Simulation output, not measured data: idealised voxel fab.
A process module follows: voxel transistor to metal.
The cross-section shown here is cut; it is 165 nm wide and divided into square cells measuring 5 nm on a side.
We lay out every cross-section as a grid of square cells and spell it out in bands from the top down, where one band means one or more rows of cells. Heights first: top, then bottom, in nm. Then materials, left to right, each with a width in nm. "throughout" on a single material: fills the band edge to edge. "empty": empty space. Zero point of the height axis is 0; under it, received wafer = one material. Lowest band: continues down indefinitely, "z 0 and below". So if you see something like "30 to 40" for the width, read it as the top row of the band sitting at the first number and the bottom row at the second, with every row in between moving by the same amount as the last. "nothing changed" (step): cross-section cells unchanged, all of them. For the entry "Listed closed voids", the listed items are empty spaces with no open way to the top whose size is 8 cells or more; each item follows the pattern width x height at distance, where distance is from the left edge and all three are in nm. Past the settings on a step's line: simulator remark, on that step. The "overlay nm" setting may appear on a step's line; for a step that uses a mask, it gives how far to the right of its planned position the mask lay, and a negative value indicates the left.

The planned process steps are enumerated hereunder:
1) RECEIVE, material Si
2) OXIDIZE, depth nm 5
3) CONFORMAL_DEP, material SiN, thk nm 15
4) DIRECTIONAL_DEP, material aC, thk nm 10
5) PATTERN, tone cover, mask id ACTIVE, material resist, width nm 110, thk nm 25, overlay nm 0
6) DIRECTIONAL_ETCH, etch materials aC, depth nm 10
7) STRIP, etch materials resist
8) DIRECTIONAL_ETCH, etch materials SiN, depth nm 15
9) DIRECTIONAL_ETCH, etch materials SiO2, depth nm 5
10) DIRECTIONAL_ETCH, etch materials Si, depth nm 25
11) STRIP, etch materials aC
12) FILL_DEP, material SiO2, thk nm 5
13) CMP, height nm 15
14) SELECTIVE_ETCH, etch materials SiO2, depth nm 10
15) STRIP, etch materials SiN
16) SELECTIVE_ETCH, etch materials SiO2, depth nm 5
17) OXIDIZE, depth nm 5
18) DIRECTIONAL_DEP, material polySi, thk nm 30
19) DIRECTIONAL_DEP, material SiCN, thk nm 15
20) MASKED_ETCH, tone cover, mask id GATE, width nm 20, etch materials SiCN, depth nm 25, overlay nm 0
21) MASKED_ETCH, tone cover, mask id GATE, width nm 20, etch materials polySi, depth nm 40, overlay nm 0
22) CONFORMAL_DEP, material SiO2, thk nm 5
23) DIRECTIONAL_ETCH, etch materials SiO2, depth nm 5
24) CONFORMAL_DEP, material SiN, thk nm 10
25) DIRECTIONAL_ETCH, etch materials SiN, depth nm 10
26) DIRECTIONAL_ETCH, etch materials SiO2, depth nm 5
27) EPI, material pSi, thk nm 5
28) FILL_DEP, material SiO2, thk nm 5
29) CMP, height nm 40
30) DIRECTIONAL_DEP, material SiO2, thk nm 15
31) PATTERN, tone open, mask id CONTACT, material resist, width nm 20, pitch nm 80, thk nm 20, overlay nm 0
32) DIRECTIONAL_ETCH, etch materials SiO2, depth nm 60
33) STRIP, etch materials resist
34) CONFORMAL_DEP, material TiN, thk nm 5
35) FILL_DEP, material Ru, thk nm 5
36) CMP, height nm 55
37) DIRECTIONAL_DEP, material TiN, thk nm 5
38) DIRECTIONAL_DEP, material W, thk nm 15
39) PATTERN, tone cover, mask id METAL_1, material resist, width nm 20, pitch nm 80, thk nm 20, overlay nm 0
40) DIRECTIONAL_ETCH, etch materials W, depth nm 15
41) DIRECTIONAL_ETCH, etch materials TiN, depth nm 5
42) STRIP, etch materials resist
43) FILL_DEP, material SiO2, thk nm 10
44) CMP, height nm 75
45) CONFORMAL_DEP, material SiCN, thk nm 5
46) DIRECTIONAL_DEP, material lowk, thk nm 30
47) PATTERN, tone open, mask id METAL_2_HOLES, material resist, width nm 15, pitch nm 80, thk nm 15, overlay nm 0
48) DIRECTIONAL_ETCH, etch materials lowk, depth nm 30
49) STRIP, etch materials resist
50) DIRECTIONAL_DEP, material aC, thk nm 10
51) PATTERN, tone open, mask id METAL_2, material resist, width nm 20, pitch nm 80, thk nm 30, overlay nm 0
52) DIRECTIONAL_ETCH, etch materials aC, depth nm 10
53) STRIP, etch materials resist
54) DIRECTIONAL_ETCH, etch materials lowk, depth nm 15
55) DIRECTIONAL_ETCH, etch materials SiCN, depth nm 5
56) STRIP, etch materials aC
57) CONFORMAL_DEP, material TiN, thk nm 5
58) FILL_DEP, material Cu, thk nm 10
59) CMP, height nm 110
60) CONFORMAL_DEP, material SiN, thk nm 5

Step 1 complete: cross-section of the wafer as received:
    z 0 and below: Si throughout
    Listed closed voids: none

Wafer at module end, in section. Began as above, planned as above, run with one mistake:
    z 115 to 110: SiN throughout
    z 110 to 100: 30 lowk | 5 TiN | 10 Cu | 5 TiN | 60 lowk | 5 TiN | 10 Cu | 5 TiN | 35 lowk
    z 100 to 95: 30 lowk | 5 TiN | 5 Cu | 10 TiN | 60 lowk | 5 TiN | 5 Cu | 10 TiN | 35 lowk
    z 95 to 80: 30 lowk | 5 TiN | 5 Cu | 5 TiN | 65 lowk | 5 TiN | 5 Cu | 5 TiN | 40 lowk
    z 80 to 75: 30 SiCN | 15 TiN | 65 SiCN | 15 TiN | 40 SiCN
    z 75 to 60: 30 SiO2 | 20 W | 60 SiO2 | 20 W | 35 SiO2
    z 60 to 55: 30 SiO2 | 20 TiN | 60 SiO2 | 20 TiN | 35 SiO2
    z 55 to 40: 30 SiO2 | 5 TiN | 10 Ru | 5 TiN | 60 SiO2 | 5 TiN | 10 Ru | 5 TiN | 35 SiO2
    z 40 to 35: 30 SiO2 | 10 TiN | 5 Ru | 5 TiN | 5 SiO2 | 10 SiN | 5 SiO2 | 20 SiCN | 5 SiO2 | 10 SiN | 5 SiO2 | 5 TiN | 5 Ru | 10 TiN | 35 SiO2
    z 35 to 30: 20 SiCN | 5 SiO2 | 10 SiN | 15 TiN | 5 SiO2 | 10 SiN | 5 SiO2 | 20 SiCN | 5 SiO2 | 10 SiN | 5 SiO2 | 15 TiN | 10 SiN | 5 SiO2 | 25 SiCN
    z 30 to 25: 20 polySi | 120 SiCN | 25 polySi
    z 25 to 0: polySi throughout
    z 0 to -5: 20 SiO2 | 120 polySi | 25 SiO2
    z -5 to -10: SiO2 throughout
    z -10 to -30: 25 SiO2 | 110 Si | 30 SiO2
    z -30 and below: Si throughout
    Listed closed voids: none
The plan and the run diverged here: step 19 in the plan was executed twice
